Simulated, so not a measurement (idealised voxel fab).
process module | voxel released beams
cross-section cut | 175 nm wide | cells 5 nm
A cross-section is a grid of square cells, given in bands from the top down. A band is one or more rows of cells.
Each band's line starts with the height of the band's top and of its bottom, in nm. Then come its materials from left to right, each with its width in nm. One material with "throughout" fills the band from edge to edge. "air" is empty space.
Height 0 is the level under which the wafer as received is all one material. The lowest band goes on downwards, as in "0 down".
A width such as "30 to 40" changes by the same amount from each row of cells to the next, from the band's top row to its bottom row.
"no change" after a step means that no cell of the cross-section changed.
closed voids: empty space of 8 cells or more with no open way to the top, each as width x height at its distance from the left edge, in nm
after a step's settings: what the simulator itself notes on the step
overlay nm, on a step with a mask: how far to the right of its planned place the mask lay; to the left if negative
plan
1 op RECEIVE | material Si
2 op CONFORMAL_DEP | material SiN | thk nm 10
3 op DIRECTIONAL_DEP | material SiO2 | thk nm 10
4 op MASKED_ETCH | tone open | mask id ANCHOR | width nm 25 | etch materials SiO2 | depth nm 10 | overlay nm 0
5 op CONFORMAL_DEP | material W | thk nm 10
6 op PATTERN | tone cover | mask id BEAM | material resist | width nm 70 | thk nm 15 | overlay nm 0
7 op DIRECTIONAL_ETCH | etch materials W | depth nm 10
8 op STRIP | etch materials resist
9 op STRIP | etch materials SiO2
first wafer, as planned
as received, after step 1
  0 down: Si throughout
  closed voids: none
after step 2
  10 to 0: SiN throughout
  below 0: unchanged
after step 3
  20 to 10: SiO2 throughout
  below 10: unchanged
after step 4
  20 to 10: SiO2 55 | air 25 | SiO2 95
  below 10: unchanged
after step 5
  30 to 20: W 65 | air 5 | W 105
  20 to 10: SiO2 55 | W 25 | SiO2 95
  below 10: unchanged
after step 6
  45 to 30: air 50 | resist 70 | air 55
  30 to 20: W 65 | resist 5 | W 105
  below 20: unchanged
after step 7
  45 to 30: air 50 | resist 70 | air 55
  30 to 20: air 50 | W 15 | resist 5 | W 50 | air 55
  below 20: unchanged
after step 8
  30 to 20: air 50 | W 15 | air 5 | W 50 | air 55
  below 20: unchanged
after step 9
  30 to 20: air 50 | W 15 | air 5 | W 50 | air 55
  20 to 10: air 55 | W 25 | air 95
  below 10: unchanged
second wafer: like start, like plan, one mistake. Through step 1 it matches the first wafer
when step 2 should have ended: no change
when step 3 should have ended
  10 to 0: SiO2 throughout
  below 0: unchanged
when step 4 should have ended
  10 to 0: SiO2 55 | air 25 | SiO2 95
  below 0: unchanged
when step 5 should have ended
  20 to 10: W 65 | air 5 | W 105
  10 to 0: SiO2 55 | W 25 | SiO2 95
  below 0: unchanged
when step 6 should have ended
  35 to 20: air 50 | resist 70 | air 55
  20 to 10: W 65 | resist 5 | W 105
  below 10: unchanged
when step 7 should have ended
  35 to 20: air 50 | resist 70 | air 55
  20 to 10: air 50 | W 15 | resist 5 | W 50 | air 55
  below 10: unchanged
when step 8 should have ended
  20 to 10: air 50 | W 15 | air 5 | W 50 | air 55
  below 10: unchanged
when step 9 should have ended
  20 to 10: air 50 | W 15 | air 5 | W 50 | air 55
  10 to 0: air 55 | W 25 | air 95
  below 0: unchanged
what went wrong: step 2 was left out
at the end the second wafer has, in cells: 70 fewer of SiN
